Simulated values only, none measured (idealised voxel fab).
Presented below is a process module, voxel wiring stack.
Each square cell in cross-section cut measures 5 nm, and the section as a whole is 190 nm wide.
Format of a cross-section: grid, square cells. Given as bands. Order: top down. Band: one or more rows of cells. Read a band's entry like this: the first values are the height of its top and the height of its bottom in nm, and what follows is the sequence of materials from left to right, each with its width in nm. Note that "air" is empty space, and that a single material marked "edge to edge" reaches across the band from edge to edge. Measure heights from 0. That's the level where, below it, the as-received wafer is all one material. The lowest band is bottomless and extends downward; write it as in "0 nm and below". The two numbers in a width such as "30 to 40" mark its ends across the band: the first belongs to the top row of cells, the second to the bottom row, and from each row to the next the width moves by the same amount. "changes: none" for a step: no cell of the cross-section changed in that step. Basically, "Closed empty spaces" tells you about the enclosed voids: empty spaces with no open way to the top, 8 cells or bigger, each written width x height at distance, where distance is from the left edge, all in nm. Heads up: the bit after the settings on a step's line is the simulator's remark on that step. On any step carrying a mask, the "overlay nm" setting, if present on the step's line, tells how far right of its planned place the mask lay; negative values point to the left.

# Steps in the process plan
| 1 | RECEIVE [material Si] |
| 2 | CONFORMAL_DEP [material SiO2] [thk nm 15] |
| 3 | CONFORMAL_DEP [material SiCN] [thk nm 5] |
| 4 | DIRECTIONAL_DEP [material lowk] [thk nm 15] |
| 5 | DIRECTIONAL_DEP [material aC] [thk nm 15] |
| 6 | PATTERN [tone open] [mask id METAL_1] [material resist] [width nm 20] [pitch nm 35] [thk nm 35] [overlay nm 0] |
| 7 | DIRECTIONAL_ETCH [etch materials aC] [depth nm 15] |
| 8 | STRIP [etch materials resist] |
| 9 | DIRECTIONAL_ETCH [etch materials lowk] [depth nm 15] |
| 10 | DIRECTIONAL_ETCH [etch materials SiCN] [depth nm 5] |
| 11 | STRIP [etch materials aC] |
| 12 | CONFORMAL_DEP [material TiN] [thk nm 5] |
| 13 | FILL_DEP [material W] [thk nm 5] |
| 14 | CMP [height nm 35] |
| 15 | CONFORMAL_DEP [material SiCN] [thk nm 5] |
| 16 | DIRECTIONAL_DEP [material lowk] [thk nm 15] |
| 17 | PATTERN [tone open] [mask id PLUG_1] [material resist] [width nm 15] [pitch nm 35] [thk nm 15] [overlay nm 0] |
| 18 | DIRECTIONAL_ETCH [etch materials lowk] [depth nm 15] |
| 19 | DIRECTIONAL_ETCH [etch materials SiCN] [depth nm 5] |
| 20 | STRIP [etch materials resist] |
| 21 | EPI [material Ru] [thk nm 10] |
| 22 | EPI [material Ru] [thk nm 10] |
| 23 | DIRECTIONAL_DEP [material TiN] [thk nm 5] |
| 24 | DIRECTIONAL_DEP [material Ru] [thk nm 15] |
| 25 | MASKED_ETCH [tone cover] [mask id METAL_2] [width nm 20] [pitch nm 35] [etch materials Ru] [depth nm 15] [overlay nm 0] |
| 26 | MASKED_ETCH [tone cover] [mask id METAL_2] [width nm 20] [pitch nm 35] [etch materials TiN] [depth nm 5] [overlay nm 0] |
| 27 | CONFORMAL_DEP [material SiCN] [thk nm 5] |
| 28 | FILL_DEP [material lowk] [thk nm 5] |
| 29 | CMP [height nm 75] |
| 30 | CONFORMAL_DEP [material SiCN] [thk nm 5] |
| 31 | DIRECTIONAL_DEP [material lowk] [thk nm 30] |
| 32 | PATTERN [tone open] [mask id METAL_3_HOLES] [material resist] [width nm 15] [pitch nm 35] [thk nm 15] [overlay nm 0] |
| 33 | DIRECTIONAL_ETCH [etch materials lowk] [depth nm 30] |
| 34 | STRIP [etch materials resist] |
| 35 | DIRECTIONAL_DEP [material aC] [thk nm 15] |
| 36 | PATTERN [tone open] [mask id METAL_3] [material resist] [width nm 20] [pitch nm 35] [thk nm 35] [overlay nm 0] |
| 37 | DIRECTIONAL_ETCH [etch materials aC] [depth nm 15] |
| 38 | STRIP [etch materials resist] |
| 39 | DIRECTIONAL_ETCH [etch materials lowk] [depth nm 15] |
| 40 | DIRECTIONAL_ETCH [etch materials SiCN] [depth nm 5] |
| 41 | STRIP [etch materials aC] |
| 42 | CONFORMAL_DEP [material TiN] [thk nm 5] |
| 43 | FILL_DEP [material Ru] [thk nm 10] |
| 44 | CMP [height nm 110] |
| 45 | CONFORMAL_DEP [material SiCN] [thk nm 5] |

# So this is the incoming wafer in cross-section - it's already been through step 1
* 0 nm and below: Si edge to edge
* Closed empty spaces: none

# Sectioned view, first of two wafers, at the close of the module, processed as intended in the plan
* 115 nm to 110 nm: SiCN edge to edge
* 110 nm to 100 nm: 65 lowk; 5 TiN; 10 Ru; 5 TiN; 15 lowk; 5 TiN; 10 Ru; 5 TiN; 70 lowk
* 100 nm to 95 nm: 65 lowk; 5 TiN; 5 Ru; 10 TiN; 15 lowk; 5 TiN; 5 Ru; 10 TiN; 70 lowk
* 95 nm to 80 nm: 65 lowk; 5 TiN; 5 Ru; 5 TiN; 20 lowk; 5 TiN; 5 Ru; 5 TiN; 75 lowk
* 80 nm to 75 nm: 65 SiCN; 15 TiN; 20 SiCN; 15 TiN; 75 SiCN
* 75 nm to 60 nm: 60 lowk; 5 SiCN; 20 Ru; 5 SiCN; 5 lowk; 5 SiCN; 20 Ru; 5 SiCN; 65 lowk
* 60 nm to 55 nm: 65 SiCN; 20 TiN; 15 SiCN; 20 TiN; 70 SiCN
* 55 nm to 40 nm: 65 lowk; 15 Ru; 20 lowk; 15 Ru; 75 lowk
* 40 nm to 35 nm: 65 SiCN; 15 Ru; 20 SiCN; 15 Ru; 75 SiCN
* 35 nm to 20 nm: 65 lowk; 5 TiN; 10 W; 5 TiN; 15 lowk; 5 TiN; 10 W; 5 TiN; 70 lowk
* 20 nm to 15 nm: 65 SiCN; 20 TiN; 15 SiCN; 20 TiN; 70 SiCN
* 15 nm to 0 nm: SiO2 edge to edge
* 0 nm and below: Si edge to edge
* Closed empty spaces: none

# Presented here is a cross-section of the second of the two wafers as it stood at the end of the module. It was started in the same manner and assigned the same plan as the first wafer; however, one mistake was made in its execution
* 115 nm to 110 nm: SiCN edge to edge
* 110 nm to 100 nm: 65 lowk; 5 TiN; 10 Ru; 5 TiN; 15 lowk; 5 TiN; 10 Ru; 5 TiN; 70 lowk
* 100 nm to 95 nm: 65 lowk; 5 TiN; 5 Ru; 10 TiN; 15 lowk; 5 TiN; 5 Ru; 10 TiN; 70 lowk
* 95 nm to 80 nm: 65 lowk; 5 TiN; 5 Ru; 5 TiN; 20 lowk; 5 TiN; 5 Ru; 5 TiN; 75 lowk
* 80 nm to 75 nm: 65 SiCN; 15 TiN; 20 SiCN; 15 TiN; 75 SiCN
* 75 nm to 60 nm: 60 lowk; 5 SiCN; 20 Ru; 5 SiCN; 5 lowk; 5 SiCN; 20 Ru; 5 SiCN; 65 lowk
* 60 nm to 55 nm: 60 lowk; 5 SiCN; 20 TiN; 15 SiCN; 20 TiN; 25 SiCN; 45 lowk
* 55 nm to 40 nm: 60 lowk; 5 SiCN; 15 lowk; 20 Ru; 15 lowk; 25 Ru; 5 SiCN; 45 lowk
* 40 nm to 35 nm: 80 SiCN; 20 Ru; 15 SiCN; 25 Ru; 50 SiCN
* 35 nm to 20 nm: 65 lowk; 5 TiN; 10 W; 5 TiN; 15 lowk; 5 TiN; 10 W; 5 TiN; 70 lowk
* 20 nm to 15 nm: 65 SiCN; 20 TiN; 15 SiCN; 20 TiN; 70 SiCN
* 15 nm to 0 nm: SiO2 edge to edge
* 0 nm and below: Si edge to edge
* Closed empty spaces: none
Misprocessing identified: so step 17 ended up running with a different setting than we planned, it ran as PATTERN [tone cover] [mask id PLUG_1] [material resist] [width nm 15] [pitch nm 35] [thk nm 15] [overlay nm 0]
Wafer comparison, final, in cells, second relative to first, materials more or fewer: 12 more of Ru, 18 fewer of SiCN, 6 more of lowk
